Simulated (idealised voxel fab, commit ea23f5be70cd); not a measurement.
This section sets out a process module, namely voxel gate over fins.
Cross-sectional view cut (width: 255 nm; square cell size: 5 nm).
Reading order for cross-sections: top band down to bottom band. Underlying form: a grid of square cells. Band size: one or more rows of cells.
Per band: top height and bottom height in nm, followed by the left-to-right materials and their widths in nm; "edge to edge" marks a single material spanning edge to edge, "air" marks empty space.
Heights are measured from 0, the level below which the as-received wafer is all one material; the lowest band has no bottom and continues downward, written as in "0 -> down".
Think of "30 to 40" as a width that walks from the first number to the second as you go down the band, top row to bottom row, taking equal-sized steps from row to row.
Reading "no alterations made" for a step: not a cell of the cross-section changed in it.
Voids not open to the top, 8 cells minimum: see "Closed void catalog". Written width x height at distance; distance is from the left edge; nm.
Formally, on a step line, whatever follows the settings is a remark that the simulator itself makes on the step.
For masked steps, "overlay nm" on the step line gives how far right of plan the mask actually lay; a minus sign means it lay to the left.
### The steps planned for the process are as follows
- 1: RECEIVE with material Si
- 2: CONFORMAL_DEP with material SiN, thk nm 10
- 3: MASKED_ETCH with tone cover, mask id FINS, width nm 15, pitch nm 45, etch materials SiN, depth nm 10, overlay nm 0
- 4: MASKED_ETCH with tone cover, mask id FINS, width nm 15, pitch nm 45, etch materials Si, depth nm 30, overlay nm 0
- 5: OXIDIZE with depth nm 5
- 6: FILL_DEP with material SiO2, thk nm 10
- 7: CMP with height nm 10
- 8: SELECTIVE_ETCH with etch materials SiO2, depth nm 25
- 9: STRIP with etch materials SiN
- 10: CONFORMAL_DEP with material HfO2, thk nm 5
- 11: CONFORMAL_DEP with material TiN, thk nm 5
- 12: FILL_DEP with material W, thk nm 15
- 13: CMP with height nm 20
- 14: CONFORMAL_DEP with material SiN, thk nm 10
The wafers in this document start out alike and differ in the thk nm applied at step 10; the plan shows the value used for the first wafer.
### Received condition of the first of several wafers, sectioned: post-step 1
	0 -> down  Si edge to edge
	Closed void catalog: none
### Basically each wafer gets a line in the table, showing it at the end of the module: material by material, the cells it gained (+) or lost (-) since we got it, then its closed voids
thk nm 5; +63 HfO2; -343 Si; +102 SiN; +196 SiO2; +63 TiN; +225 W; Closed void catalog: none
thk nm 10; +126 HfO2; -343 Si; +102 SiN; +196 SiO2; +63 TiN; +162 W; Closed void catalog: none
thk nm 15; +189 HfO2; -343 Si; +102 SiN; +196 SiO2; +63 TiN; +99 W; Closed void catalog: none
thk nm 20; +252 HfO2; -343 Si; +102 SiN; +196 SiO2; +37 TiN; +62 W; Closed void catalog: none
